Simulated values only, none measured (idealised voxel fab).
Title: Process Module voxel spacer lines
Square cell edge 5 nm, section width 155 nm, ID cut.
Reading order for cross-sections: top band down to bottom band. Underlying form: a grid of square cells. Band size: one or more rows of cells. Top, bottom (nm), then materials left to right with widths (nm); lone material tagged "edge to edge" fills the whole band edge to edge; "empty" = empty space. It should be noted that heights are counted from 0, beneath which the wafer as supplied is of one material throughout, and that the lowest band possesses no lower boundary but continues downward, as written in "0 and below". Graded width ("30->40"): value in top row of band = first number; value in bottom row = second number; row-to-row change constant. "no modification" -> step changed no cross-section cell. The label "Enclosed void listing" introduces a list of the empty spaces, 8 cells or larger, that have no open way up to the top; each entry in it reads width x height at distance, where the distance is taken from the left edge and all three are stated in nm. That trailing text on a step's line, after the settings, is the simulator's own remark on the step. Steps that use a mask can have "overlay nm" on their line. It says how far the mask sat to the right of where it was meant to be. Negative means to the left. Each of the pairs that make up the rest of this document says: here is the cross-section before one process step, here is the cross-section after it, drawn only down to the lowest band that changed, and here, under the pair, is the step lying between them with its settings. Different pairs may come from different runs of this module on the same starting wafer, so a pair continues from the pair above it only where its entry headed "State before" says so.
State before:
- 0 and below: Si edge to edge
- Enclosed void listing: none
Result of Step:
- 10 down to 0: SiO2 edge to edge
- Below 0, the layers are the same as they were.
- Enclosed void listing: none
Step, before to after (see cross-sections above): CONFORMAL_DEP, material SiO2, thk nm 10
State before: after-step cross-section of the pair just above applies.
Result of Step:
- 20 down to 10: polySi edge to edge
- Below 10, the layers are the same as they were.
- Enclosed void listing: none
Step, before to after (see cross-sections above): DIRECTIONAL_DEP, material polySi, thk nm 10
State before: after-step cross-section of the pair just above applies.
Result of Step:
- 50 down to 20: aC edge to edge
- Below 20, the layers are the same as they were.
- Enclosed void listing: none
Step, before to after (see cross-sections above): DIRECTIONAL_DEP, material aC, thk nm 30
State before: after-step cross-section of the pair just above applies.
Result of Step:
- 85 down to 50: empty (35) | resist (20) | empty (40) | resist (20) | empty (40)
- Below 50, the layers are the same as they were.
- Enclosed void listing: none
Step, before to after (see cross-sections above): PATTERN, tone cover, mask id MANDREL, material resist, width nm 20, pitch nm 60, thk nm 35, overlay nm 0
State before: after-step cross-section of the pair just above applies.
Result of Step:
- 55 down to 50: empty (35) | resist (20) | empty (40) | resist (20) | empty (40)
- 50 down to 20: empty (35) | aC (20) | empty (40) | aC (20) | empty (40)
- Below 20, the layers are the same as they were.
- Enclosed void listing: none
Step, before to after (see cross-sections above): DIRECTIONAL_ETCH, etch materials aC, depth nm 30
State before: after-step cross-section of the pair just above applies.
Result of Step:
- 50 down to 20: empty (35) | aC (20) | empty (40) | aC (20) | empty (40)
- Below 20, the layers are the same as they were.
- Enclosed void listing: none
Step, before to after (see cross-sections above): STRIP, etch materials resist
State before: after-step cross-section of the pair just above applies.
Result of Step:
- 60 down to 50: empty (25) | SiN (40) | empty (20) | SiN (40) | empty (30)
- 50 down to 30: empty (25) | SiN (10) | aC (20) | SiN (10) | empty (20) | SiN (10) | aC (20) | SiN (10) | empty (30)
- 30 down to 20: SiN (35) | aC (20) | SiN (40) | aC (20) | SiN (40)
- Below 20, the layers are the same as they were.
- Enclosed void listing: none
Step, before to after (see cross-sections above): CONFORMAL_DEP, material SiN, thk nm 10
State before: after-step cross-section of the pair just above applies.
Result of Step:
- 50 down to 20: empty (25) | SiN (10) | aC (20) | SiN (10) | empty (20) | SiN (10) | aC (20) | SiN (10) | empty (30)
- Below 20, the layers are the same as they were.
- Enclosed void listing: none
Step, before to after (see cross-sections above): DIRECTIONAL_ETCH, etch materials SiN, depth nm 10
State before: after-step cross-section of the pair just above applies.
Result of Step:
- 50 down to 20: empty (25) | SiN (10) | empty (20) | SiN (10) | empty (20) | SiN (10) | empty (20) | SiN (10) | empty (30)
- Below 20, the layers are the same as they were.
- Enclosed void listing: none
Step, before to after (see cross-sections above): STRIP, etch materials aC
State before: after-step cross-section of the pair just above applies.
Result of Step:
- 50 down to 20: empty (25) | SiN (10) | empty (20) | SiN (10) | empty (20) | SiN (10) | empty (20) | SiN (10) | empty (30)
- 20 down to 10: empty (25) | polySi (10) | empty (20) | polySi (10) | empty (20) | polySi (10) | empty (20) | polySi (10) | empty (30)
- Below 10, the layers are the same as they were.
- Enclosed void listing: none
Step, before to after (see cross-sections above): DIRECTIONAL_ETCH, etch materials polySi, depth nm 10
State before: after-step cross-section of the pair just above applies.
Result of Step:
- 20 down to 10: empty (25) | polySi (10) | empty (20) | polySi (10) | empty (20) | polySi (10) | empty (20) | polySi (10) | empty (30)
- Below 10, the layers are the same as they were.
- Enclosed void listing: none
Step, before to after (see cross-sections above): STRIP, etch materials SiN
State before:
- 0 and below: Si edge to edge
- Enclosed void listing: none
Result of Step:
- 10 down to 0: polySi edge to edge
- Below 0, the layers are the same as they were.
- Enclosed void listing: none
Step, before to after (see cross-sections above): DIRECTIONAL_DEP, material polySi, thk nm 10
State before: after-step cross-section of the pair just above applies.
Result of Step:
- 40 down to 10: aC edge to edge
- Below 10, the layers are the same as they were.
- Enclosed void listing: none
Step, before to after (see cross-sections above): DIRECTIONAL_DEP, material aC, thk nm 30
State before: after-step cross-section of the pair just above applies.
Result of Step:
- 75 down to 40: empty (35) | resist (20) | empty (40) | resist (20) | empty (40)
- Below 40, the layers are the same as they were.
- Enclosed void listing: none
Step, before to after (see cross-sections above): PATTERN, tone cover, mask id MANDREL, material resist, width nm 20, pitch nm 60, thk nm 35, overlay nm 0
State before: after-step cross-section of the pair just above applies.
Result of Step:
- 45 down to 40: empty (35) | resist (20) | empty (40) | resist (20) | empty (40)
- 40 down to 10: empty (35) | aC (20) | empty (40) | aC (20) | empty (40)
- Below 10, the layers are the same as they were.
- Enclosed void listing: none
Step, before to after (see cross-sections above): DIRECTIONAL_ETCH, etch materials aC, depth nm 30
State before: after-step cross-section of the pair just above applies.
Result of Step:
- 40 down to 10: empty (35) | aC (20) | empty (40) | aC (20) | empty (40)
- Below 10, the layers are the same as they were.
- Enclosed void listing: none
Step, before to after (see cross-sections above): STRIP, etch materials resist
State before: after-step cross-section of the pair just above applies.
Result of Step:
- 50 down to 40: empty (25) | SiN (40) | empty (20) | SiN (40) | empty (30)
- 40 down to 20: empty (25) | SiN (10) | aC (20) | SiN (10) | empty (20) | SiN (10) | aC (20) | SiN (10) | empty (30)
- 20 down to 10: SiN (35) | aC (20) | SiN (40) | aC (20) | SiN (40)
- Below 10, the layers are the same as they were.
- Enclosed void listing: none
Step, before to after (see cross-sections above): CONFORMAL_DEP, material SiN, thk nm 10
State before: after-step cross-section of the pair just above applies.
Result of Step:
- 40 down to 10: empty (25) | SiN (10) | aC (20) | SiN (10) | empty (20) | SiN (10) | aC (20) | SiN (10) | empty (30)
- Below 10, the layers are the same as they were.
- Enclosed void listing: none
Step, before to after (see cross-sections above): DIRECTIONAL_ETCH, etch materials SiN, depth nm 10
State before: after-step cross-section of the pair just above applies.
Result of Step:
- 40 down to 10: empty (25) | SiN (10) | empty (20) | SiN (10) | empty (20) | SiN (10) | empty (20) | SiN (10) | empty (30)
- Below 10, the layers are the same as they were.
- Enclosed void listing: none
Step, before to after (see cross-sections above): STRIP, etch materials aC
State before: after-step cross-section of the pair just above applies.
Result of Step:
- 40 down to 10: empty (25) | SiN (10) | empty (20) | SiN (10) | empty (20) | SiN (10) | empty (20) | SiN (10) | empty (30)
- 10 down to 0: empty (25) | polySi (10) | empty (20) | polySi (10) | empty (20) | polySi (10) | empty (20) | polySi (10) | empty (30)
- Below 0, the layers are the same as they were.
- Enclosed void listing: none
Step, before to after (see cross-sections above): DIRECTIONAL_ETCH, etch materials polySi, depth nm 10
State before: after-step cross-section of the pair just above applies.
Result of Step:
- 10 down to 0: empty (25) | polySi (10) | empty (20) | polySi (10) | empty (20) | polySi (10) | empty (20) | polySi (10) | empty (30)
- Below 0, the layers are the same as they were.
- Enclosed void listing: none
Step, before to after (see cross-sections above): STRIP, etch materials SiN
State before:
- 50 down to 20: empty (25) | SiN (10) | aC (20) | SiN (10) | empty (20) | SiN (10) | aC (20) | SiN (10) | empty (30)
- 20 down to 10: polySi edge to edge
- 10 down to 0: SiO2 edge to edge
- 0 and below: Si edge to edge
- Enclosed void listing: none
Result of Step:
- 50 down to 20: empty (25) | SiN (10) | aC (20) | SiN (10) | empty (20) | SiN (10) | aC (20) | SiN (10) | empty (30)
- 20 down to 10: empty (25) | polySi (40) | empty (20) | polySi (40) | empty (30)
- Below 10, the layers are the same as they were.
- Enclosed void listing: none
Step, before to after (see cross-sections above): DIRECTIONAL_ETCH, etch materials polySi, depth nm 10
State before: after-step cross-section of the pair just above applies.
Result of Step:
- 50 down to 20: empty (25) | SiN (10) | empty (20) | SiN (10) | empty (20) | SiN (10) | empty (20) | SiN (10) | empty (30)
- Below 20, the layers are the same as they were.
- Enclosed void listing: none
Step, before to after (see cross-sections above): STRIP, etch materials aC
State before: after-step cross-section of the pair just above applies.
Result of Step:
- 20 down to 10: empty (25) | polySi (40) | empty (20) | polySi (40) | empty (30)
- Below 10, the layers are the same as they were.
- Enclosed void listing: none
Step, before to after (see cross-sections above): STRIP, etch materials SiN
State before:
- 0 and below: Si edge to edge
- Enclosed void listing: none
Result of Step:
- 15 down to 0: SiO2 edge to edge
- Below 0, the layers are the same as they were.
- Enclosed void listing: none
Step, before to after (see cross-sections above): CONFORMAL_DEP, material SiO2, thk nm 15
State before: after-step cross-section of the pair just above applies.
Result of Step:
- 25 down to 15: polySi edge to edge
- Below 15, the layers are the same as they were.
- Enclosed void listing: none
Step, before to after (see cross-sections above): DIRECTIONAL_DEP, material polySi, thk nm 10
State before: after-step cross-section of the pair just above applies.
Result of Step:
- 55 down to 25: aC edge to edge
- Below 25, the layers are the same as they were.
- Enclosed void listing: none
Step, before to after (see cross-sections above): DIRECTIONAL_DEP, material aC, thk nm 30
State before: after-step cross-section of the pair just above applies.
Result of Step:
- 90 down to 55: empty (35) | resist (20) | empty (40) | resist (20) | empty (40)
- Below 55, the layers are the same as they were.
- Enclosed void listing: none
Step, before to after (see cross-sections above): PATTERN, tone cover, mask id MANDREL, material resist, width nm 20, pitch nm 60, thk nm 35, overlay nm 0
State before: after-step cross-section of the pair just above applies.
Result of Step:
- 60 down to 55: empty (35) | resist (20) | empty (40) | resist (20) | empty (40)
- 55 down to 25: empty (35) | aC (20) | empty (40) | aC (20) | empty (40)
- Below 25, the layers are the same as they were.
- Enclosed void listing: none
Step, before to after (see cross-sections above): DIRECTIONAL_ETCH, etch materials aC, depth nm 30
State before: after-step cross-section of the pair just above applies.
Result of Step:
- 55 down to 25: empty (35) | aC (20) | empty (40) | aC (20) | empty (40)
- Below 25, the layers are the same as they were.
- Enclosed void listing: none
Step, before to after (see cross-sections above): STRIP, etch materials resist
State before: after-step cross-section of the pair just above applies.
Result of Step:
- 65 down to 55: empty (25) | SiN (40) | empty (20) | SiN (40) | empty (30)
- 55 down to 35: empty (25) | SiN (10) | aC (20) | SiN (10) | empty (20) | SiN (10) | aC (20) | SiN (10) | empty (30)
- 35 down to 25: SiN (35) | aC (20) | SiN (40) | aC (20) | SiN (40)
- Below 25, the layers are the same as they were.
- Enclosed void listing: none
Step, before to after (see cross-sections above): CONFORMAL_DEP, material SiN, thk nm 10
State before: after-step cross-section of the pair just above applies.
Result of Step:
- 55 down to 25: empty (25) | SiN (10) | aC (20) | SiN (10) | empty (20) | SiN (10) | aC (20) | SiN (10) | empty (30)
- Below 25, the layers are the same as they were.
- Enclosed void listing: none
Step, before to after (see cross-sections above): DIRECTIONAL_ETCH, etch materials SiN, depth nm 10
State before: after-step cross-section of the pair just above applies.
Result of Step:
- 55 down to 25: empty (25) | SiN (10) | empty (20) | SiN (10) | empty (20) | SiN (10) | empty (20) | SiN (10) | empty (30)
- Below 25, the layers are the same as they were.
- Enclosed void listing: none
Step, before to after (see cross-sections above): STRIP, etch materials aC
State before: after-step cross-section of the pair just above applies.
Result of Step:
- 55 down to 25: empty (25) | SiN (10) | empty (20) | SiN (10) | empty (20) | SiN (10) | empty (20) | SiN (10) | empty (30)
- 25 down to 15: empty (25) | polySi (10) | empty (20) | polySi (10) | empty (20) | polySi (10) | empty (20) | polySi (10) | empty (30)
- Below 15, the layers are the same as they were.
- Enclosed void listing: none
Step, before to after (see cross-sections above): DIRECTIONAL_ETCH, etch materials polySi, depth nm 10
State before: after-step cross-section of the pair just above applies.
Result of Step:
- 25 down to 15: empty (25) | polySi (10) | empty (20) | polySi (10) | empty (20) | polySi (10) | empty (20) | polySi (10) | empty (30)
- Below 15, the layers are the same as they were.
- Enclosed void listing: none
Step, before to after (see cross-sections above): STRIP, etch materials SiN
State before:
- 50 down to 20: aC edge to edge
- 20 down to 10: polySi edge to edge
- 10 down to 0: SiO2 edge to edge
- 0 and below: Si edge to edge
- Enclosed void listing: none
Result of Step:
- 85 down to 50: empty (40) | resist (15) | empty (45) | resist (15) | empty (40)
- Below 50, the layers are the same as they were.
- Enclosed void listing: none
Step, before to after (see cross-sections above): PATTERN, tone cover, mask id MANDREL, material resist, width nm 15, pitch nm 60, thk nm 35, overlay nm 0
State before: after-step cross-section of the pair just above applies.
Result of Step:
- 55 down to 50: empty (40) | resist (15) | empty (45) | resist (15) | empty (40)
- 50 down to 20: empty (40) | aC (15) | empty (45) | aC (15) | empty (40)
- Below 20, the layers are the same as they were.
- Enclosed void listing: none
Step, before to after (see cross-sections above): DIRECTIONAL_ETCH, etch materials aC, depth nm 30
State before: after-step cross-section of the pair just above applies.
Result of Step:
- 50 down to 20: empty (40) | aC (15) | empty (45) | aC (15) | empty (40)
- Below 20, the layers are the same as they were.
- Enclosed void listing: none
Step, before to after (see cross-sections above): STRIP, etch materials resist
State before: after-step cross-section of the pair just above applies.
Result of Step:
- 60 down to 50: empty (30) | SiN (35) | empty (25) | SiN (35) | empty (30)
- 50 down to 30: empty (30) | SiN (10) | aC (15) | SiN (10) | empty (25) | SiN (10) | aC (15) | SiN (10) | empty (30)
- 30 down to 20: SiN (40) | aC (15) | SiN (45) | aC (15) | SiN (40)
- Below 20, the layers are the same as they were.
- Enclosed void listing: none
Step, before to after (see cross-sections above): CONFORMAL_DEP, material SiN, thk nm 10
State before: after-step cross-section of the pair just above applies.
Result of Step:
- 50 down to 20: empty (30) | SiN (10) | aC (15) | SiN (10) | empty (25) | SiN (10) | aC (15) | SiN (10) | empty (30)
- Below 20, the layers are the same as they were.
- Enclosed void listing: none
Step, before to after (see cross-sections above): DIRECTIONAL_ETCH, etch materials SiN, depth nm 10
State before: after-step cross-section of the pair just above applies.
Result of Step:
- 50 down to 20: empty (30) | SiN (10) | empty (15) | SiN (10) | empty (25) | SiN (10) | empty (15) | SiN (10) | empty (30)
- Below 20, the layers are the same as they were.
- Enclosed void listing: none
Step, before to after (see cross-sections above): STRIP, etch materials aC
State before: after-step cross-section of the pair just above applies.
Result of Step:
- 50 down to 20: empty (30) | SiN (10) | empty (15) | SiN (10) | empty (25) | SiN (10) | empty (15) | SiN (10) | empty (30)
- 20 down to 10: empty (30) | polySi (10) | empty (15) | polySi (10) | empty (25) | polySi (10) | empty (15) | polySi (10) | empty (30)
- Below 10, the layers are the same as they were.
- Enclosed void listing: none
Step, before to after (see cross-sections above): DIRECTIONAL_ETCH, etch materials polySi, depth nm 10
State before: after-step cross-section of the pair just above applies.
Result of Step:
- 20 down to 10: empty (30) | polySi (10) | empty (15) | polySi (10) | empty (25) | polySi (10) | empty (15) | polySi (10) | empty (30)
- Below 10, the layers are the same as they were.
- Enclosed void listing: none
Step, before to after (see cross-sections above): STRIP, etch materials SiN
State before:
- 50 down to 20: aC edge to edge
- 20 down to 10: polySi edge to edge
- 10 down to 0: SiO2 edge to edge
- 0 and below: Si edge to edge
- Enclosed void listing: none
Result of Step:
- 85 down to 50: empty (30) | resist (20) | empty (40) | resist (20) | empty (45)
- Below 50, the layers are the same as they were.
- Enclosed void listing: none
Step, before to after (see cross-sections above): PATTERN, tone cover, mask id MANDREL, material resist, width nm 20, pitch nm 60, thk nm 35, overlay nm -5
State before: after-step cross-section of the pair just above applies.
Result of Step:
- 55 down to 50: empty (30) | resist (20) | empty (40) | resist (20) | empty (45)
- 50 down to 20: empty (30) | aC (20) | empty (40) | aC (20) | empty (45)
- Below 20, the layers are the same as they were.
- Enclosed void listing: none
Step, before to after (see cross-sections above): DIRECTIONAL_ETCH, etch materials aC, depth nm 30
State before: after-step cross-section of the pair just above applies.
Result of Step:
- 50 down to 20: empty (30) | aC (20) | empty (40) | aC (20) | empty (45)
- Below 20, the layers are the same as they were.
- Enclosed void listing: none
Step, before to after (see cross-sections above): STRIP, etch materials resist
State before: after-step cross-section of the pair just above applies.
Result of Step:
- 60 down to 50: empty (20) | SiN (40) | empty (20) | SiN (40) | empty (35)
- 50 down to 30: empty (20) | SiN (10) | aC (20) | SiN (10) | empty (20) | SiN (10) | aC (20) | SiN (10) | empty (35)
- 30 down to 20: SiN (30) | aC (20) | SiN (40) | aC (20) | SiN (45)
- Below 20, the layers are the same as they were.
- Enclosed void listing: none
Step, before to after (see cross-sections above): CONFORMAL_DEP, material SiN, thk nm 10
State before: after-step cross-section of the pair just above applies.
Result of Step:
- 50 down to 20: empty (20) | SiN (10) | aC (20) | SiN (10) | empty (20) | SiN (10) | aC (20) | SiN (10) | empty (35)
- Below 20, the layers are the same as they were.
- Enclosed void listing: none
Step, before to after (see cross-sections above): DIRECTIONAL_ETCH, etch materials SiN, depth nm 10
State before: after-step cross-section of the pair just above applies.
Result of Step:
- 50 down to 20: empty (20) | SiN (10) | empty (20) | SiN (10) | empty (20) | SiN (10) | empty (20) | SiN (10) | empty (35)
- Below 20, the layers are the same as they were.
- Enclosed void listing: none
Step, before to after (see cross-sections above): STRIP, etch materials aC
State before: after-step cross-section of the pair just above applies.
Result of Step:
- 50 down to 20: empty (20) | SiN (10) | empty (20) | SiN (10) | empty (20) | SiN (10) | empty (20) | SiN (10) | empty (35)
- 20 down to 10: empty (20) | polySi (10) | empty (20) | polySi (10) | empty (20) | polySi (10) | empty (20) | polySi (10) | empty (35)
- Below 10, the layers are the same as they were.
- Enclosed void listing: none
Step, before to after (see cross-sections above): DIRECTIONAL_ETCH, etch materials polySi, depth nm 10
State before: after-step cross-section of the pair just above applies.
Result of Step:
- 20 down to 10: empty (20) | polySi (10) | empty (20) | polySi (10) | empty (20) | polySi (10) | empty (20) | polySi (10) | empty (35)
- Below 10, the layers are the same as they were.
- Enclosed void listing: none
Step, before to after (see cross-sections above): STRIP, etch materials SiN
State before:
- 20 down to 10: polySi edge to edge
- 10 down to 0: SiO2 edge to edge
- 0 and below: Si edge to edge
- Enclosed void listing: none
Result of Step:
- 50 down to 10: polySi edge to edge
- Below 10, the layers are the same as they were.
- Enclosed void listing: none
Step, before to after (see cross-sections above): DIRECTIONAL_DEP, material polySi, thk nm 30
State before: after-step cross-section of the pair just above applies.
Result of Step:
- 85 down to 50: empty (35) | resist (20) | empty (40) | resist (20) | empty (40)
- Below 50, the layers are the same as they were.
- Enclosed void listing: none
Step, before to after (see cross-sections above): PATTERN, tone cover, mask id MANDREL, material resist, width nm 20, pitch nm 60, thk nm 35, overlay nm 0
State before: after-step cross-section of the pair just above applies.
Result of Step:
- 55 down to 50: empty (35) | resist (20) | empty (40) | resist (20) | empty (40)
- Below 50, the layers are the same as they were.
- Enclosed void listing: none
Step, before to after (see cross-sections above): DIRECTIONAL_ETCH, etch materials aC, depth nm 30
State before: after-step cross-section of the pair just above applies.
Result of Step:
- 50 down to 10: polySi edge to edge
- Below 10, the layers are the same as they were.
- Enclosed void listing: none
Step, before to after (see cross-sections above): STRIP, etch materials resist
State before: after-step cross-section of the pair just above applies.
Result of Step:
- 60 down to 50: SiN edge to edge
- Below 50, the layers are the same as they were.
- Enclosed void listing: none
Step, before to after (see cross-sections above): CONFORMAL_DEP, material SiN, thk nm 10
State before: after-step cross-section of the pair just above applies.
Result of Step:
- 50 down to 10: polySi edge to edge
- Below 10, the layers are the same as they were.
- Enclosed void listing: none
Step, before to after (see cross-sections above): DIRECTIONAL_ETCH, etch materials SiN, depth nm 10
State before: after-step cross-section of the pair just above applies.
Result of Step:
- 40 down to 10: polySi edge to edge
- Below 10, the layers are the same as they were.
- Enclosed void listing: none
Step, before to after (see cross-sections above): DIRECTIONAL_ETCH, etch materials polySi, depth nm 10
State before:
- 50 down to 20: aC edge to edge
- 20 down to 10: polySi edge to edge
- 10 down to 0: SiO2 edge to edge
- 0 and below: Si edge to edge
- Enclosed void listing: none
Result of Step:
- 85 down to 50: resist (35) | empty (20) | resist (40) | empty (20) | resist (40)
- Below 50, the layers are the same as they were.
- Enclosed void listing: none
Step, before to after (see cross-sections above): PATTERN, tone open, mask id MANDREL, material resist, width nm 20, pitch nm 60, thk nm 35, overlay nm 0
State before: after-step cross-section of the pair just above applies.
Result of Step:
- 55 down to 50: resist (35) | empty (20) | resist (40) | empty (20) | resist (40)
- 50 down to 20: aC (35) | empty (20) | aC (40) | empty (20) | aC (40)
- Below 20, the layers are the same as they were.
- Enclosed void listing: none
Step, before to after (see cross-sections above): DIRECTIONAL_ETCH, etch materials aC, depth nm 30
State before: after-step cross-section of the pair just above applies.
Result of Step:
- 50 down to 20: aC (35) | empty (20) | aC (40) | empty (20) | aC (40)
- Below 20, the layers are the same as they were.
- Enclosed void listing: none
Step, before to after (see cross-sections above): STRIP, etch materials resist
State before: after-step cross-section of the pair just above applies.
Result of Step:
- 60 down to 50: SiN edge to edge
- 50 down to 20: aC (35) | SiN (20) | aC (40) | SiN (20) | aC (40)
- Below 20, the layers are the same as they were.
- Enclosed void listing: none
Step, before to after (see cross-sections above): CONFORMAL_DEP, material SiN, thk nm 10
State before: after-step cross-section of the pair just above applies.
Result of Step:
- 50 down to 20: aC (35) | SiN (20) | aC (40) | SiN (20) | aC (40)
- Below 20, the layers are the same as they were.
- Enclosed void listing: none
Step, before to after (see cross-sections above): DIRECTIONAL_ETCH, etch materials SiN, depth nm 10
State before: after-step cross-section of the pair just above applies.
Result of Step:
- 50 down to 20: empty (35) | SiN (20) | empty (40) | SiN (20) | empty (40)
- Below 20, the layers are the same as they were.
- Enclosed void listing: none
Step, before to after (see cross-sections above): STRIP, etch materials aC
State before: after-step cross-section of the pair just above applies.
Result of Step:
- 50 down to 20: empty (35) | SiN (20) | empty (40) | SiN (20) | empty (40)
- 20 down to 10: empty (35) | polySi (20) | empty (40) | polySi (20) | empty (40)
- Below 10, the layers are the same as they were.
- Enclosed void listing: none
Step, before to after (see cross-sections above): DIRECTIONAL_ETCH, etch materials polySi, depth nm 10
State before: after-step cross-section of the pair just above applies.
Result of Step:
- 20 down to 10: empty (35) | polySi (20) | empty (40) | polySi (20) | empty (40)
- Below 10, the layers are the same as they were.
- Enclosed void listing: none
Step, before to after (see cross-sections above): STRIP, etch materials SiN
